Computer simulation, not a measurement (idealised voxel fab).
Process module heading - voxel spacer lines
In the cross-section labelled cut, the width is 230 nm and each square cell is 5 nm.
Cross-section format: a grid of square cells, given as bands from top to bottom; each band is one or more rows of cells.
Band: top height; bottom height; in nm. Then, left to right: material with width in nm, for each material. "throughout": a single material spanning edge to edge. "air": empty space.
Height reference: 0 = level under which incoming wafer is all one material. Lowest band: no bottom, runs on downward, e.g. "0 nm and below".
Quick explanation for "30->40": the width changes in equal steps down the rows of cells, from the first number in the band's top row to the second number in its bottom row.
The designation "no modification", where it is given for a processing step, indicates that no cell of the cross-section was altered in the course of that step.
Listed in "Closed cavity list": every empty space of 8 or more cells without an open way to the top. Form: width x height at distance, the distance being from the left edge, all in nm.
What comes after the settings on a step's line is commentary from the simulator itself on that step.
You can add "overlay nm" to a step's line. For a step with a mask, it describes how far the mask lay to the right of its planned position, and a negative number describes a lay to the left.
The steps planned for the process are as follows
- 1: RECEIVE (material Si)
- 2: CONFORMAL_DEP (material SiO2; thk nm 5)
- 3: DIRECTIONAL_DEP (material polySi; thk nm 10)
- 4: DIRECTIONAL_DEP (material aC; thk nm 20)
- 5: PATTERN (tone cover; mask id MANDREL; material resist; width nm 20; pitch nm 70; thk nm 25; overlay nm 0)
- 6: DIRECTIONAL_ETCH (etch materials aC; depth nm 20)
- 7: STRIP (etch materials resist)
- 8: CONFORMAL_DEP (material SiN; thk nm 15)
- 9: DIRECTIONAL_ETCH (etch materials SiN; depth nm 15)
- 10: STRIP (etch materials aC)
- 11: DIRECTIONAL_ETCH (etch materials polySi; depth nm 10)
- 12: STRIP (etch materials SiN)
- 13: FILL_DEP (material lowk; thk nm 10)
- 14: CMP (height nm 5)
Same starting wafers, different height nm at step 14. Plan value belongs to the first wafer.
Cross-section: the first of several wafers in its as-received state, i.e. following step 1
* 0 nm and below  Si throughout
* Closed cavity list: none
Cross-section of the first of several wafers once the module has run through its last step, step 14
* 5 nm to 0 nm  SiO2 throughout
* 0 nm and below  Si throughout
* Closed cavity list: none
The module's end: a cross-section of the last wafer
* 25 nm to 15 nm  lowk throughout
* 15 nm to 5 nm  lowk: 55  polySi: 15  lowk: 20  polySi: 15  lowk: 20  polySi: 15  lowk: 20  polySi: 15  lowk: 55
* 5 nm to 0 nm  SiO2 throughout
* 0 nm and below  Si throughout
* Closed cavity list: none
Row per wafer, end-of-module: cell gain (+)/loss (-) by material since the wafer came in, then closed voids
height nm 5, +46 SiO2, Closed cavity list: none
height nm 10, +46 SiO2, +34 lowk, +12 polySi, Closed cavity list: none
height nm 15, +46 SiO2, +68 lowk, +24 polySi, Closed cavity list: none
height nm 20, +46 SiO2, +114 lowk, +24 polySi, Closed cavity list: none
height nm 25, +46 SiO2, +160 lowk, +24 polySi, Closed cavity list: none
